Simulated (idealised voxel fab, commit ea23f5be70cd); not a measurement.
You're looking at the process module voxel gate over fins.
This is section cut - it's 205 nm across, gridded in 5 nm square cells.
Cross-sections here: square-cell grids, written as top-down lists of bands, a band being one or more rows of cells. Quick guide to a band line: top height, bottom height (nm) up front; then every material left to right with its width in nm. Only one material and it's marked "throughout"? Then it fills the band edge to edge. And "blank" just means empty space. Convention: height 0 is the level below which the wafer, as received, is all one material. The lowest band does not terminate at the bottom but continues downward, represented as "0 and below". The expression "30->40" gives the width at the extremes of the band, the first number at its top row of cells and the second at its bottom row, with the width changing by equal amounts from each row to the next in between. Any step labelled "no alterations made" changed none of the cells in the cross-section. Look at "Closed cavity list" for the closed voids: empty spaces with no open path to the top, sized 8 cells or up. Each is width x height at distance, distance from the left edge, all nm. If you see something after the settings on a step's line, that's the simulator's own remark about that step. overlay nm: how far to the right of its planned place the mask lay on this masked step (negative: to the left).

The following list gives the planned process steps:
1: RECEIVE (material Si)
2: CONFORMAL_DEP (material SiN; thk nm 5)
3: DIRECTIONAL_DEP (material aC; thk nm 15)
4: PATTERN (tone cover; mask id FINS; material resist; width nm 15; pitch nm 45; thk nm 30; overlay nm 0)
5: DIRECTIONAL_ETCH (etch materials aC; depth nm 15)
6: STRIP (etch materials resist)
7: DIRECTIONAL_ETCH (etch materials SiN; depth nm 5)
8: DIRECTIONAL_ETCH (etch materials Si; depth nm 40)
9: STRIP (etch materials aC)
10: FILL_DEP (material SiO2; thk nm 5)
11: CMP (height nm 5)
12: SELECTIVE_ETCH (etch materials SiO2; depth nm 20)
13: STRIP (etch materials SiN)
14: CONFORMAL_DEP (material HfO2; thk nm 5)
15: CONFORMAL_DEP (material TiN; thk nm 5)
16: FILL_DEP (material W; thk nm 15)
17: CMP (height nm 20)
18: CONFORMAL_DEP (material SiCN; thk nm 10)

Below: the first of two wafers, run as planned:

Here's what the wafer looked like in cross-section when it arrived - that's after step 1:
> 0 and below: Si throughout
> Closed cavity list: none

The following cross-section depicts the wafer upon completion of step 2:
> 5 down to 0: SiN throughout
> Everything below 0 is unchanged.

The following cross-section depicts the wafer upon completion of step 3:
> 20 down to 5: aC throughout
> Everything below 5 is unchanged.

The following cross-section depicts the wafer upon completion of step 4:
> 50 down to 20: 25 of blank  15 of resist  30 of blank  15 of resist  30 of blank  15 of resist  30 of blank  15 of resist  30 of blank
> Everything below 20 is unchanged.

The following cross-section depicts the wafer upon completion of step 5:
> 35 down to 20: 25 of blank  15 of resist  30 of blank  15 of resist  30 of blank  15 of resist  30 of blank  15 of resist  30 of blank
> 20 down to 5: 25 of blank  15 of aC  30 of blank  15 of aC  30 of blank  15 of aC  30 of blank  15 of aC  30 of blank
> Everything below 5 is unchanged.

The following cross-section depicts the wafer upon completion of step 6:
> 20 down to 5: 25 of blank  15 of aC  30 of blank  15 of aC  30 of blank  15 of aC  30 of blank  15 of aC  30 of blank
> Everything below 5 is unchanged.

The following cross-section depicts the wafer upon completion of step 7:
> 20 down to 5: 25 of blank  15 of aC  30 of blank  15 of aC  30 of blank  15 of aC  30 of blank  15 of aC  30 of blank
> 5 down to 0: 25 of blank  15 of SiN  30 of blank  15 of SiN  30 of blank  15 of SiN  30 of blank  15 of SiN  30 of blank
> Everything below 0 is unchanged.

The following cross-section depicts the wafer upon completion of step 8:
> 20 down to 5: 25 of blank  15 of aC  30 of blank  15 of aC  30 of blank  15 of aC  30 of blank  15 of aC  30 of blank
> 5 down to 0: 25 of blank  15 of SiN  30 of blank  15 of SiN  30 of blank  15 of SiN  30 of blank  15 of SiN  30 of blank
> 0 down to -40: 25 of blank  15 of Si  30 of blank  15 of Si  30 of blank  15 of Si  30 of blank  15 of Si  30 of blank
> Everything below -40 is unchanged.

The following cross-section depicts the wafer upon completion of step 9:
> 5 down to 0: 25 of blank  15 of SiN  30 of blank  15 of SiN  30 of blank  15 of SiN  30 of blank  15 of SiN  30 of blank
> Everything below 0 is unchanged.

The following cross-section depicts the wafer upon completion of step 10:
> 10 down to 5: SiO2 throughout
> 5 down to 0: 25 of SiO2  15 of SiN  30 of SiO2  15 of SiN  30 of SiO2  15 of SiN  30 of SiO2  15 of SiN  30 of SiO2
> 0 down to -40: 25 of SiO2  15 of Si  30 of SiO2  15 of Si  30 of SiO2  15 of Si  30 of SiO2  15 of Si  30 of SiO2
> Everything below -40 is unchanged.

The following cross-section depicts the wafer upon completion of step 11:
> 5 down to 0: 25 of SiO2  15 of SiN  30 of SiO2  15 of SiN  30 of SiO2  15 of SiN  30 of SiO2  15 of SiN  30 of SiO2
> Everything below 0 is unchanged.

The following cross-section depicts the wafer upon completion of step 12:
> 5 down to 0: 25 of blank  15 of SiN  30 of blank  15 of SiN  30 of blank  15 of SiN  30 of blank  15 of SiN  30 of blank
> 0 down to -15: 25 of blank  15 of Si  30 of blank  15 of Si  30 of blank  15 of Si  30 of blank  15 of Si  30 of blank
> Everything below -15 is unchanged.

The following cross-section depicts the wafer upon completion of step 13:
> 0 down to -15: 25 of blank  15 of Si  30 of blank  15 of Si  30 of blank  15 of Si  30 of blank  15 of Si  30 of blank
> Everything below -15 is unchanged.

The following cross-section depicts the wafer upon completion of step 14:
> 5 down to 0: 20 of blank  25 of HfO2  20 of blank  25 of HfO2  20 of blank  25 of HfO2  20 of blank  25 of HfO2  25 of blank
> 0 down to -10: 20 of blank  5 of HfO2  15 of Si  5 of HfO2  20 of blank  5 of HfO2  15 of Si  5 of HfO2  20 of blank  5 of HfO2  15 of Si  5 of HfO2  20 of blank  5 of HfO2  15 of Si  5 of HfO2  25 of blank
> -10 down to -15: 25 of HfO2  15 of Si  30 of HfO2  15 of Si  30 of HfO2  15 of Si  30 of HfO2  15 of Si  30 of HfO2
> Everything below -15 is unchanged.

The following cross-section depicts the wafer upon completion of step 15:
> 10 down to 5: 15 of blank  35 of TiN  10 of blank  35 of TiN  10 of blank  35 of TiN  10 of blank  35 of TiN  20 of blank
> 5 down to 0: 15 of blank  5 of TiN  25 of HfO2  5 of TiN  10 of blank  5 of TiN  25 of HfO2  5 of TiN  10 of blank  5 of TiN  25 of HfO2  5 of TiN  10 of blank  5 of TiN  25 of HfO2  5 of TiN  20 of blank
> 0 down to -5: 15 of blank  5 of TiN  5 of HfO2  15 of Si  5 of HfO2  5 of TiN  10 of blank  5 of TiN  5 of HfO2  15 of Si  5 of HfO2  5 of TiN  10 of blank  5 of TiN  5 of HfO2  15 of Si  5 of HfO2  5 of TiN  10 of blank  5 of TiN  5 of HfO2  15 of Si  5 of HfO2  5 of TiN  20 of blank
> -5 down to -10: 20 of TiN  5 of HfO2  15 of Si  5 of HfO2  20 of TiN  5 of HfO2  15 of Si  5 of HfO2  20 of TiN  5 of HfO2  15 of Si  5 of HfO2  20 of TiN  5 of HfO2  15 of Si  5 of HfO2  25 of TiN
> Everything below -10 is unchanged.

The following cross-section depicts the wafer upon completion of step 16:
> 25 down to 10: W throughout
> 10 down to 5: 15 of W  35 of TiN  10 of W  35 of TiN  10 of W  35 of TiN  10 of W  35 of TiN  20 of W
> 5 down to 0: 15 of W  5 of TiN  25 of HfO2  5 of TiN  10 of W  5 of TiN  25 of HfO2  5 of TiN  10 of W  5 of TiN  25 of HfO2  5 of TiN  10 of W  5 of TiN  25 of HfO2  5 of TiN  20 of W
> 0 down to -5: 15 of W  5 of TiN  5 of HfO2  15 of Si  5 of HfO2  5 of TiN  10 of W  5 of TiN  5 of HfO2  15 of Si  5 of HfO2  5 of TiN  10 of W  5 of TiN  5 of HfO2  15 of Si  5 of HfO2  5 of TiN  10 of W  5 of TiN  5 of HfO2  15 of Si  5 of HfO2  5 of TiN  20 of W
> Everything below -5 is unchanged.

The following cross-section depicts the wafer upon completion of step 17:
> 20 down to 10: W throughout
> Everything below 10 is unchanged.

The following cross-section depicts the wafer upon completion of step 18:
> 30 down to 20: SiCN throughout
> Everything below 20 is unchanged.

It is to be noted that the second wafer proceeded from the same initial state and according to the same plan as the first, although one mistake was committed in its execution; through step 3, inclusive, the two wafers share an identical history:

Second wafer, sectioned view, at step 4's planned end time:
> 50 down to 20: 20 of blank  15 of resist  30 of blank  15 of resist  30 of blank  15 of resist  30 of blank  15 of resist  35 of blank
> Everything below 20 is unchanged.

Second wafer, sectioned view, at step 5's planned end time:
> 35 down to 20: 20 of blank  15 of resist  30 of blank  15 of resist  30 of blank  15 of resist  30 of blank  15 of resist  35 of blank
> 20 down to 5: 20 of blank  15 of aC  30 of blank  15 of aC  30 of blank  15 of aC  30 of blank  15 of aC  35 of blank
> Everything below 5 is unchanged.

Second wafer, sectioned view, at step 6's planned end time:
> 20 down to 5: 20 of blank  15 of aC  30 of blank  15 of aC  30 of blank  15 of aC  30 of blank  15 of aC  35 of blank
> Everything below 5 is unchanged.

Second wafer, sectioned view, at step 7's planned end time:
> 20 down to 5: 20 of blank  15 of aC  30 of blank  15 of aC  30 of blank  15 of aC  30 of blank  15 of aC  35 of blank
> 5 down to 0: 20 of blank  15 of SiN  30 of blank  15 of SiN  30 of blank  15 of SiN  30 of blank  15 of SiN  35 of blank
> Everything below 0 is unchanged.

Second wafer, sectioned view, at step 8's planned end time:
> 20 down to 5: 20 of blank  15 of aC  30 of blank  15 of aC  30 of blank  15 of aC  30 of blank  15 of aC  35 of blank
> 5 down to 0: 20 of blank  15 of SiN  30 of blank  15 of SiN  30 of blank  15 of SiN  30 of blank  15 of SiN  35 of blank
> 0 down to -40: 20 of blank  15 of Si  30 of blank  15 of Si  30 of blank  15 of Si  30 of blank  15 of Si  35 of blank
> Everything below -40 is unchanged.

Second wafer, sectioned view, at step 9's planned end time:
> 5 down to 0: 20 of blank  15 of SiN  30 of blank  15 of SiN  30 of blank  15 of SiN  30 of blank  15 of SiN  35 of blank
> Everything below 0 is unchanged.

Second wafer, sectioned view, at step 10's planned end time:
> 10 down to 5: SiO2 throughout
> 5 down to 0: 20 of SiO2  15 of SiN  30 of SiO2  15 of SiN  30 of SiO2  15 of SiN  30 of SiO2  15 of SiN  35 of SiO2
> 0 down to -40: 20 of SiO2  15 of Si  30 of SiO2  15 of Si  30 of SiO2  15 of Si  30 of SiO2  15 of Si  35 of SiO2
> Everything below -40 is unchanged.

Second wafer, sectioned view, at step 11's planned end time:
> 5 down to 0: 20 of SiO2  15 of SiN  30 of SiO2  15 of SiN  30 of SiO2  15 of SiN  30 of SiO2  15 of SiN  35 of SiO2
> Everything below 0 is unchanged.

Second wafer, sectioned view, at step 12's planned end time:
> 5 down to 0: 20 of blank  15 of SiN  30 of blank  15 of SiN  30 of blank  15 of SiN  30 of blank  15 of SiN  35 of blank
> 0 down to -15: 20 of blank  15 of Si  30 of blank  15 of Si  30 of blank  15 of Si  30 of blank  15 of Si  35 of blank
> Everything below -15 is unchanged.

Second wafer, sectioned view, at step 13's planned end time:
> 0 down to -15: 20 of blank  15 of Si  30 of blank  15 of Si  30 of blank  15 of Si  30 of blank  15 of Si  35 of blank
> Everything below -15 is unchanged.

Second wafer, sectioned view, at step 14's planned end time:
> 5 down to 0: 15 of blank  25 of HfO2  20 of blank  25 of HfO2  20 of blank  25 of HfO2  20 of blank  25 of HfO2  30 of blank
> 0 down to -10: 15 of blank  5 of HfO2  15 of Si  5 of HfO2  20 of blank  5 of HfO2  15 of Si  5 of HfO2  20 of blank  5 of HfO2  15 of Si  5 of HfO2  20 of blank  5 of HfO2  15 of Si  5 of HfO2  30 of blank
> -10 down to -15: 20 of HfO2  15 of Si  30 of HfO2  15 of Si  30 of HfO2  15 of Si  30 of HfO2  15 of Si  35 of HfO2
> Everything below -15 is unchanged.

Second wafer, sectioned view, at step 15's planned end time:
> 10 down to 5: 10 of blank  35 of TiN  10 of blank  35 of TiN  10 of blank  35 of TiN  10 of blank  35 of TiN  25 of blank
> 5 down to 0: 10 of blank  5 of TiN  25 of HfO2  5 of TiN  10 of blank  5 of TiN  25 of HfO2  5 of TiN  10 of blank  5 of TiN  25 of HfO2  5 of TiN  10 of blank  5 of TiN  25 of HfO2  5 of TiN  25 of blank
> 0 down to -5: 10 of blank  5 of TiN  5 of HfO2  15 of Si  5 of HfO2  5 of TiN  10 of blank  5 of TiN  5 of HfO2  15 of Si  5 of HfO2  5 of TiN  10 of blank  5 of TiN  5 of HfO2  15 of Si  5 of HfO2  5 of TiN  10 of blank  5 of TiN  5 of HfO2  15 of Si  5 of HfO2  5 of TiN  25 of blank
> -5 down to -10: 15 of TiN  5 of HfO2  15 of Si  5 of HfO2  20 of TiN  5 of HfO2  15 of Si  5 of HfO2  20 of TiN  5 of HfO2  15 of Si  5 of HfO2  20 of TiN  5 of HfO2  15 of Si  5 of HfO2  30 of TiN
> Everything below -10 is unchanged.

Second wafer, sectioned view, at step 16's planned end time:
> 25 down to 10: W throughout
> 10 down to 5: 10 of W  35 of TiN  10 of W  35 of TiN  10 of W  35 of TiN  10 of W  35 of TiN  25 of W
> 5 down to 0: 10 of W  5 of TiN  25 of HfO2  5 of TiN  10 of W  5 of TiN  25 of HfO2  5 of TiN  10 of W  5 of TiN  25 of HfO2  5 of TiN  10 of W  5 of TiN  25 of HfO2  5 of TiN  25 of W
> 0 down to -5: 10 of W  5 of TiN  5 of HfO2  15 of Si  5 of HfO2  5 of TiN  10 of W  5 of TiN  5 of HfO2  15 of Si  5 of HfO2  5 of TiN  10 of W  5 of TiN  5 of HfO2  15 of Si  5 of HfO2  5 of TiN  10 of W  5 of TiN  5 of HfO2  15 of Si  5 of HfO2  5 of TiN  25 of W
> Everything below -5 is unchanged.

Second wafer, sectioned view, at step 17's planned end time:
> 20 down to 10: W throughout
> Everything below 10 is unchanged.

Second wafer, sectioned view, at step 18's planned end time:
> 30 down to 20: SiCN throughout
> Everything below 20 is unchanged.
Misprocessing identified: off-plan run, step 4, actual operation and settings PATTERN (tone cover; mask id FINS; material resist; width nm 15; pitch nm 45; thk nm 30; overlay nm -5)
By the end, you'd get the same cell count for each material on either wafer, but the second wafer puts them somewhere else.
